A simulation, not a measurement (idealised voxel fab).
Module name: voxel local oxidation (process module)
Shown is cross-section cut, with a width of 295 nm and square cells of size 5 nm.
Bands, listed from the top down, are how a cross-section gets written in this document; the cross-section itself is a grid of square cells, and a band is one or more rows of them. Look at the band entry: it leads with the top's height and the bottom's height in nm. Then it lists the materials left to right, with a width in nm for each. The word "throughout" on a single material says that material fills the band edge to edge. The word "empty" is empty space. Zero point of the height axis is 0; under it, received wafer = one material. Lowest band: continues down indefinitely, "0 and below". Width "30->40": first value at the band's top row of cells, second value at its bottom row, equal change from row to row. "nothing altered", as given for a step, is the statement that not any cell of the cross-section underwent a change during that step. Reported under the label "Completely sealed voids" are the empty spaces having no open way to the top and comprising 8 cells or more; the notation for each is width x height at distance, in which the distance is measured from the left edge and all three values are in nm. If you see something after the settings on a step's line, that's the simulator's own remark about that step. "overlay nm" denotes, for a step that has a mask, the displacement of the mask to the right of its planned place, with negative values corresponding to the left.

PROCESS STEPS (PLANNED)
1,op RECEIVE | material Si
2,op CONFORMAL_DEP | material SiO2 | thk nm 5
3,op CONFORMAL_DEP | material SiN | thk nm 10
4,op DIRECTIONAL_DEP | material aC | thk nm 10
5,op PATTERN | tone cover | mask id ACTIVE | material resist | width nm 95 | pitch nm 135 | thk nm 30 | overlay nm 0
6,op DIRECTIONAL_ETCH | etch materials aC | depth nm 10
7,op STRIP | etch materials resist
8,op DIRECTIONAL_ETCH | etch materials SiN | depth nm 10
9,op STRIP | etch materials aC
10,op SELECTIVE_ETCH | etch materials SiO2 | depth nm 5
11,op OXIDIZE | depth nm 15
12,op STRIP | etch materials SiN

THE FIRST OF TWO WAFERS, RUN AS PLANNED

CROSS-SECTION: WAFER ON ARRIVAL = AFTER STEP 1
0 and below: Si throughout
Completely sealed voids: none

SO THIS IS THE WAFER CROSS-SECTION RIGHT AFTER STEP 2
5 down to 0: SiO2 throughout
Beneath the level 0, the cross-section is identical to its previous state.

SO THIS IS THE WAFER CROSS-SECTION RIGHT AFTER STEP 3
15 down to 5: SiN throughout
Beneath the level 5, the cross-section is identical to its previous state.

SO THIS IS THE WAFER CROSS-SECTION RIGHT AFTER STEP 4
25 down to 15: aC throughout
Beneath the level 15, the cross-section is identical to its previous state.

SO THIS IS THE WAFER CROSS-SECTION RIGHT AFTER STEP 5
55 down to 25: empty 30; resist 95; empty 40; resist 95; empty 35
Beneath the level 25, the cross-section is identical to its previous state.

SO THIS IS THE WAFER CROSS-SECTION RIGHT AFTER STEP 6
45 down to 25: empty 30; resist 95; empty 40; resist 95; empty 35
25 down to 15: empty 30; aC 95; empty 40; aC 95; empty 35
Beneath the level 15, the cross-section is identical to its previous state.

SO THIS IS THE WAFER CROSS-SECTION RIGHT AFTER STEP 7
25 down to 15: empty 30; aC 95; empty 40; aC 95; empty 35
Beneath the level 15, the cross-section is identical to its previous state.

SO THIS IS THE WAFER CROSS-SECTION RIGHT AFTER STEP 8
25 down to 15: empty 30; aC 95; empty 40; aC 95; empty 35
15 down to 5: empty 30; SiN 95; empty 40; SiN 95; empty 35
Beneath the level 5, the cross-section is identical to its previous state.

SO THIS IS THE WAFER CROSS-SECTION RIGHT AFTER STEP 9
15 down to 5: empty 30; SiN 95; empty 40; SiN 95; empty 35
Beneath the level 5, the cross-section is identical to its previous state.

SO THIS IS THE WAFER CROSS-SECTION RIGHT AFTER STEP 10
15 down to 5: empty 30; SiN 95; empty 40; SiN 95; empty 35
5 down to 0: empty 35; SiO2 85; empty 50; SiO2 85; empty 40
Beneath the level 0, the cross-section is identical to its previous state.

SO THIS IS THE WAFER CROSS-SECTION RIGHT AFTER STEP 11
15 down to 5: empty 30; SiN 95; empty 40; SiN 95; empty 35
5 down to 0: empty 35; SiO2 85; empty 50; SiO2 85; empty 40
0 down to -15: SiO2 50; Si 55; SiO2 80; Si 55; SiO2 55
Beneath the level -15, the cross-section is identical to its previous state.

SO THIS IS THE WAFER CROSS-SECTION RIGHT AFTER STEP 12
5 down to 0: empty 35; SiO2 85; empty 50; SiO2 85; empty 40
Beneath the level 0, the cross-section is identical to its previous state.

SECOND WAFER (IDENTICAL START AND PLAN, ONE PROCESSING ERROR; MATCHES FIRST WAFER THROUGH STEP 3)

CROSS-SECTION: SECOND WAFER, TIME AT WHICH STEP 4 WAS SCHEDULED TO END
25 down to 15: SiO2 throughout
Beneath the level 15, the cross-section is identical to its previous state.

CROSS-SECTION: SECOND WAFER, TIME AT WHICH STEP 5 WAS SCHEDULED TO END
55 down to 25: empty 30; resist 95; empty 40; resist 95; empty 35
Beneath the level 25, the cross-section is identical to its previous state.

CROSS-SECTION: SECOND WAFER, TIME AT WHICH STEP 6 WAS SCHEDULED TO END
45 down to 25: empty 30; resist 95; empty 40; resist 95; empty 35
Beneath the level 25, the cross-section is identical to its previous state.

CROSS-SECTION: SECOND WAFER, TIME AT WHICH STEP 7 WAS SCHEDULED TO END
25 down to 15: SiO2 throughout
Beneath the level 15, the cross-section is identical to its previous state.

Cross-section: second wafer, time at which step 8 was scheduled to end: nothing altered

Cross-section: second wafer, time at which step 9 was scheduled to end: nothing altered

CROSS-SECTION: SECOND WAFER, TIME AT WHICH STEP 10 WAS SCHEDULED TO END
20 down to 15: SiO2 throughout
Beneath the level 15, the cross-section is identical to its previous state.

Cross-section: second wafer, time at which step 11 was scheduled to end: nothing altered

Cross-section: second wafer, time at which step 12 was scheduled to end: nothing altered
Where did the run depart from the plan? step 4 was run on a setting that differed from the plan, and what really ran there is op DIRECTIONAL_DEP | material SiO2 | thk nm 10
Final difference in cells, second wafer against first, listed per material as more or fewer: Si: 111 more, SiN: 118 more, SiO2: 27 fewer
